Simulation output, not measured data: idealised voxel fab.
process module | voxel transistor to metal
cross-section cut | 165 nm wide | cells 5 nm
A cross-section is a grid of square cells, given in bands from the top down. A band is one or more rows of cells.
Each band's line starts with the height of the band's top and of its bottom, in nm. Then come its materials from left to right, each with its width in nm. One material with "throughout" fills the band from edge to edge. "air" is empty space.
Height 0 is the level under which the wafer as received is all one material. The lowest band goes on downwards, as in "0 down".
A width such as "30 to 40" changes by the same amount from each row of cells to the next, from the band's top row to its bottom row.
"no change" after a step means that no cell of the cross-section changed.
closed voids: empty space of 8 cells or more with no open way to the top, each as width x height at its distance from the left edge, in nm
after a step's settings: what the simulator itself notes on the step
overlay nm, on a step with a mask: how far to the right of its planned place the mask lay; to the left if negative
plan
1 op RECEIVE | material Si
2 op OXIDIZE | depth nm 5
3 op CONFORMAL_DEP | material SiN | thk nm 15
4 op DIRECTIONAL_DEP | material aC | thk nm 10
5 op PATTERN | tone cover | mask id ACTIVE | material resist | width nm 110 | thk nm 25 | overlay nm 0
6 op DIRECTIONAL_ETCH | etch materials aC | depth nm 10
7 op STRIP | etch materials resist
8 op DIRECTIONAL_ETCH | etch materials SiN | depth nm 15
9 op DIRECTIONAL_ETCH | etch materials SiO2 | depth nm 5
10 op DIRECTIONAL_ETCH | etch materials Si | depth nm 25
11 op STRIP | etch materials aC
12 op FILL_DEP | material SiO2 | thk nm 5
13 op CMP | height nm 15
14 op SELECTIVE_ETCH | etch materials SiO2 | depth nm 10
15 op STRIP | etch materials SiN
16 op SELECTIVE_ETCH | etch materials SiO2 | depth nm 5
17 op OXIDIZE | depth nm 5
18 op DIRECTIONAL_DEP | material polySi | thk nm 30
19 op DIRECTIONAL_DEP | material SiCN | thk nm 15
20 op MASKED_ETCH | tone cover | mask id GATE | width nm 20 | etch materials SiCN | depth nm 25 | overlay nm 0
21 op MASKED_ETCH | tone cover | mask id GATE | width nm 20 | etch materials polySi | depth nm 40 | overlay nm 0
22 op CONFORMAL_DEP | material SiO2 | thk nm 5
23 op DIRECTIONAL_ETCH | etch materials SiO2 | depth nm 5
24 op CONFORMAL_DEP | material SiN | thk nm 10
25 op DIRECTIONAL_ETCH | etch materials SiN | depth nm 10
26 op DIRECTIONAL_ETCH | etch materials SiO2 | depth nm 5
27 op EPI | material pSi | thk nm 5
28 op FILL_DEP | material SiO2 | thk nm 5
29 op CMP | height nm 40
30 op DIRECTIONAL_DEP | material SiO2 | thk nm 15
31 op PATTERN | tone open | mask id CONTACT | material resist | width nm 20 | pitch nm 80 | thk nm 20 | overlay nm -15
32 op DIRECTIONAL_ETCH | etch materials SiO2 | depth nm 60
33 op STRIP | etch materials resist
34 op CONFORMAL_DEP | material TiN | thk nm 5
35 op FILL_DEP | material Ru | thk nm 5
36 op CMP | height nm 55
37 op DIRECTIONAL_DEP | material TiN | thk nm 5
38 op DIRECTIONAL_DEP | material W | thk nm 15
39 op PATTERN | tone cover | mask id METAL_1 | material resist | width nm 20 | pitch nm 80 | thk nm 20 | overlay nm 0
40 op DIRECTIONAL_ETCH | etch materials W | depth nm 15
41 op DIRECTIONAL_ETCH | etch materials TiN | depth nm 5
42 op STRIP | etch materials resist
43 op FILL_DEP | material SiO2 | thk nm 10
44 op CMP | height nm 75
45 op CONFORMAL_DEP | material SiCN | thk nm 5
46 op DIRECTIONAL_DEP | material lowk | thk nm 30
47 op PATTERN | tone open | mask id METAL_2_HOLES | material resist | width nm 15 | pitch nm 80 | thk nm 15 | overlay nm 0
48 op DIRECTIONAL_ETCH | etch materials lowk | depth nm 30
49 op STRIP | etch materials resist
50 op DIRECTIONAL_DEP | material aC | thk nm 10
51 op PATTERN | tone open | mask id METAL_2 | material resist | width nm 20 | pitch nm 80 | thk nm 30 | overlay nm 0
52 op DIRECTIONAL_ETCH | etch materials aC | depth nm 10
53 op STRIP | etch materials resist
54 op DIRECTIONAL_ETCH | etch materials lowk | depth nm 15
55 op DIRECTIONAL_ETCH | etch materials SiCN | depth nm 5
56 op STRIP | etch materials aC
57 op CONFORMAL_DEP | material TiN | thk nm 5
58 op FILL_DEP | material Cu | thk nm 10
59 op CMP | height nm 110
60 op CONFORMAL_DEP | material SiN | thk nm 5
varied across the wafers: overlay nm of step 31. The plan shows the first wafer's value. All wafers start alike
first wafer as received, after step 1
  0 down: Si throughout
  closed voids: none
each wafer at the end: cells of each material gained (+) or lost (-) since it was received, then its closed voids
overlay nm -15 | +16 Cu | +24 Ru | -110 Si | +39 SiCN | +73 SiN | +413 SiO2 | +92 TiN | +24 W | +156 lowk | +8 pSi | +24 polySi | closed voids: none
overlay nm -10 | +16 Cu | +33 Ru | -110 Si | +39 SiCN | +73 SiN | +404 SiO2 | +92 TiN | +24 W | +156 lowk | +8 pSi | +24 polySi | closed voids: none
overlay nm -5 | +16 Cu | +42 Ru | -110 Si | +39 SiCN | +73 SiN | +395 SiO2 | +92 TiN | +24 W | +156 lowk | +8 pSi | +24 polySi | closed voids: none
overlay nm 0 | +16 Cu | +42 Ru | -110 Si | +39 SiCN | +73 SiN | +395 SiO2 | +92 TiN | +24 W | +156 lowk | +8 pSi | +24 polySi | closed voids: none
overlay nm 5 | +16 Cu | +42 Ru | -110 Si | +39 SiCN | +73 SiN | +395 SiO2 | +92 TiN | +24 W | +156 lowk | +8 pSi | +24 polySi | closed voids: none
overlay nm 10 | +16 Cu | +33 Ru | -110 Si | +39 SiCN | +73 SiN | +404 SiO2 | +92 TiN | +24 W | +156 lowk | +8 pSi | +24 polySi | closed voids: none
overlay nm 15 | +16 Cu | +24 Ru | -110 Si | +39 SiCN | +73 SiN | +413 SiO2 | +92 TiN | +24 W | +156 lowk | +8 pSi | +24 polySi | closed voids: none
